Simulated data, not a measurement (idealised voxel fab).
Process module name: voxel released beams
In the cross-section labelled cut, the width is 160 nm and each square cell is 5 nm.
Throughout this document, each cross-section is represented as a grid of square cells and is presented as a sequence of bands enumerated from the top downward, where a band comprises one or more rows of cells. The entry gives the band's vertical extent as a top height and a bottom height in nm, then its horizontal make-up as materials from left to right, each with a width in nm. "air" stands for empty space; a single material marked "full width" fills the band edge to edge. Beneath 0, the wafer as received is one material, and that level is where height counting begins. The lowest band goes on downward without a bottom; it is written like "0 and below". Width "30..40": first value at the band's top row of cells, second value at its bottom row, equal change from row to row. For the purposes of this document, the phrase "remained unchanged" attached to a step denotes that no cell within the cross-section was modified by that step. Enclosed voids (no open way to top), threshold 8 cells or more, entry "Closed void list", notation width x height at distance, distance from left edge, nm. It should be noted that, on the line of a given step, the content following the step's settings is a remark produced by the simulator itself with respect to that step. For masked steps, "overlay nm" on the step line gives how far right of plan the mask actually lay; a minus sign means it lay to the left.

[The steps planned for the process are as follows]
1: op RECEIVE | material Si
2: op CONFORMAL_DEP | material SiN | thk nm 5
3: op DIRECTIONAL_DEP | material SiO2 | thk nm 20
4: op MASKED_ETCH | tone open | mask id ANCHOR | width nm 45 | etch materials SiO2 | depth nm 20 | overlay nm 0
5: op CONFORMAL_DEP | material polySi | thk nm 15
6: op MASKED_ETCH | tone cover | mask id BEAM | width nm 115 | etch materials polySi | depth nm 15 | overlay nm 0
7: op STRIP | etch materials SiO2

[Cross-section: wafer on arrival = after step 1]
  0 and below = Si full width
  Closed void list: none

[Cross-sectional view of the first of the two wafers upon completion of the module, processed in accordance with the plan]
  40 down to 25 = air (20) | polySi (20) | air (15) | polySi (80) | air (25)
  25 down to 20 = air (25) | polySi (15) | air (15) | polySi (15) | air (90)
  20 down to 5 = air (25) | polySi (45) | air (90)
  5 down to 0 = SiN full width
  0 and below = Si full width
  Closed void list: none

[Module end: cross-section of wafer two of two. Same start and process plan as the first wafer. One mistake during execution]
  55 down to 40 = air (20) | polySi (115) | air (25)
  40 down to 25 = polySi full width
  25 down to 5 = SiO2 (25) | polySi (45) | SiO2 (90)
  5 down to 0 = SiN full width
  0 and below = Si full width
  Closed void list: none
Diagnosis: twice, step 5 of the plan was run
Final wafer comparison in cells, second versus first, more or fewer per material: SiO2 +92, polySi +108
